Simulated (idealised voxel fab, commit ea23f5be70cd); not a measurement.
Presented below is a process module, voxel spacer lines.
Cross-section cut spans 220 nm and uses square cells 5 nm in size.
Just so we're on the same page, the cross-sections are grids of square cells, and they're listed out in bands top to bottom, each band one or more rows deep. Top, bottom (nm), then materials left to right with widths (nm); lone material tagged "throughout" fills the whole band edge to edge; "empty" = empty space. Basically, 0 is our baseline, since under it the wafer straight out of the box is all one material. The bottom band has no lower end and keeps on going down, so it looks like "0 -> down". A width such as "30 to 40" changes by the same amount from each row of cells to the next, from the band's top row to its bottom row. "remains unaltered" -> step changed no cross-section cell. Enclosed void listing: empty space of 8 cells or more with no open way to the top, each as width x height at its distance from the left edge, in nm. after a step's settings: what the simulator itself notes on the step. What "overlay nm" on a step's line means: if the step has a mask, that mask lay this far to the right of its planned place, or, when the value is negative, to the left.
Planned step list for the process:
1: RECEIVE: material Si
2: CONFORMAL_DEP: material Al2O3, thk nm 5
3: DIRECTIONAL_DEP: material TiN, thk nm 20
4: DIRECTIONAL_DEP: material polySi, thk nm 20
5: PATTERN: tone cover, mask id MANDREL, material resist, width nm 15, pitch nm 60, thk nm 25, overlay nm 0
6: DIRECTIONAL_ETCH: etch materials polySi, depth nm 20
7: STRIP: etch materials resist
8: CONFORMAL_DEP: material SiN, thk nm 15
9: DIRECTIONAL_ETCH: etch materials SiN, depth nm 15
10: STRIP: etch materials polySi
11: DIRECTIONAL_ETCH: etch materials TiN, depth nm 20
12: STRIP: etch materials SiN
Received-state cross-section, reflecting completion of step 1:
	0 -> down  Si throughout
	Enclosed void listing: none
Module complete - cross-section of the first of two wafers, run according to plan:
	25 -> 5  empty 55, then TiN 15, then empty 15, then TiN 15, then empty 15, then TiN 15, then empty 15, then TiN 15, then empty 60
	5 -> 0  Al2O3 throughout
	0 -> down  Si throughout
	Enclosed void listing: none
Wafer two cross-section, module end. Start and plan unchanged from wafer one; one mistake made during the run:
	45 -> 25  empty 55, then TiN 15, then empty 15, then TiN 15, then empty 15, then TiN 15, then empty 15, then TiN 15, then empty 60
	25 -> 5  TiN throughout
	5 -> 0  Al2O3 throughout
	0 -> down  Si throughout
	Enclosed void listing: none
Plan not followed: plan step 3 was conducted twice
The closing comparison, in cells, has the second wafer with more or fewer of some materials than the first: TiN: 176 more
